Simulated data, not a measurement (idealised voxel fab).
process module | voxel ribs on slabs
cross-section cut | 290 nm wide | cells 5 nm
A cross-section is a grid of square cells, given in bands from the top down. A band is one or more rows of cells.
Each band's line starts with the height of the band's top and of its bottom, in nm. Then come its materials from left to right, each with its width in nm. One material with "throughout" fills the band from edge to edge. "air" is empty space.
Height 0 is the level under which the wafer as received is all one material. The lowest band goes on downwards, as in "0 down".
A width such as "30 to 40" changes by the same amount from each row of cells to the next, from the band's top row to its bottom row.
"no change" after a step means that no cell of the cross-section changed.
closed voids: empty space of 8 cells or more with no open way to the top, each as width x height at its distance from the left edge, in nm
after a step's settings: what the simulator itself notes on the step
overlay nm, on a step with a mask: how far to the right of its planned place the mask lay; to the left if negative
plan
1 op RECEIVE | material Si
2 op DIRECTIONAL_DEP | material SiO2 | thk nm 25
3 op DIRECTIONAL_DEP | material SiN | thk nm 15
4 op DIRECTIONAL_DEP | material aC | thk nm 15
5 op PATTERN | tone cover | mask id RIB | material resist | width nm 25 | thk nm 30 | overlay nm 0
6 op DIRECTIONAL_ETCH | etch materials aC | depth nm 15
7 op STRIP | etch materials resist
8 op DIRECTIONAL_ETCH | etch materials SiN | depth nm 10
9 op STRIP | etch materials aC
10 op DIRECTIONAL_DEP | material aC | thk nm 10
11 op PATTERN | tone cover | mask id SLAB | material resist | width nm 85 | thk nm 25 | overlay nm 0
12 op DIRECTIONAL_ETCH | etch materials aC | depth nm 10
13 op STRIP | etch materials resist
14 op DIRECTIONAL_ETCH | etch materials SiN | depth nm 5
15 op STRIP | etch materials aC
16 op FILL_DEP | material SiO2 | thk nm 15
17 op CMP | height nm 50
18 op DIRECTIONAL_DEP | material TiN | thk nm 10
19 op DIRECTIONAL_DEP | material aC | thk nm 15
20 op PATTERN | tone cover | mask id HEATER | material resist | width nm 35 | thk nm 30 | overlay nm 0
21 op DIRECTIONAL_ETCH | etch materials aC | depth nm 15
22 op STRIP | etch materials resist
23 op DIRECTIONAL_ETCH | etch materials TiN | depth nm 10
24 op STRIP | etch materials aC
25 op CONFORMAL_DEP | material SiN | thk nm 10
as received, after step 1
  0 down: Si throughout
  closed voids: none
a wafer at the end: this start, this plan, one mistake
  70 to 60: air 115 | SiN 55 | air 120
  60 to 50: SiN 125 | TiN 35 | SiN 130
  50 to 40: SiO2 throughout
  40 to 30: SiO2 140 | SiN 25 | SiO2 125
  30 to 25: SiO2 100 | SiN 85 | SiO2 105
  25 to 0: SiO2 throughout
  0 down: Si throughout
  closed voids: none
what went wrong: step 5 ran as: op PATTERN | tone cover | mask id RIB | material resist | width nm 25 | thk nm 30 | overlay nm 10
